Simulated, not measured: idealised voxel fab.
process module | voxel released beams
cross-section cut | 260 nm wide | cells 5 nm
A cross-section is a grid of square cells, given in bands from the top down. A band is one or more rows of cells.
Each band's line starts with the height of the band's top and of its bottom, in nm. Then come its materials from left to right, each with its width in nm. One material with "throughout" fills the band from edge to edge. "air" is empty space.
Height 0 is the level under which the wafer as received is all one material. The lowest band goes on downwards, as in "0 down".
A width such as "30 to 40" changes by the same amount from each row of cells to the next, from the band's top row to its bottom row.
"no change" after a step means that no cell of the cross-section changed.
closed voids: empty space of 8 cells or more with no open way to the top, each as width x height at its distance from the left edge, in nm
after a step's settings: what the simulator itself notes on the step
overlay nm, on a step with a mask: how far to the right of its planned place the mask lay; to the left if negative
plan
1 op RECEIVE | material Si
2 op CONFORMAL_DEP | material Al2O3 | thk nm 5
3 op DIRECTIONAL_DEP | material SiO2 | thk nm 10
4 op PATTERN | tone open | mask id ANCHOR | material resist | width nm 25 | thk nm 20 | overlay nm 0
5 op DIRECTIONAL_ETCH | etch materials SiO2 | depth nm 10
6 op STRIP | etch materials resist
7 op CONFORMAL_DEP | material SiN | thk nm 10
8 op PATTERN | tone cover | mask id BEAM | material resist | width nm 105 | thk nm 15 | overlay nm 0
9 op DIRECTIONAL_ETCH | etch materials SiN | depth nm 10
10 op STRIP | etch materials resist
11 op STRIP | etch materials SiO2
as received, after step 1
  0 down: Si throughout
  closed voids: none
a wafer at the end: this start, this plan, one mistake
  20 to 10: air 75 | SiN 15 | air 5 | SiN 85 | air 80
  10 to 0: air 80 | SiN 25 | air 155
  0 down: Si throughout
  closed voids: none
what went wrong: step 2 was left out
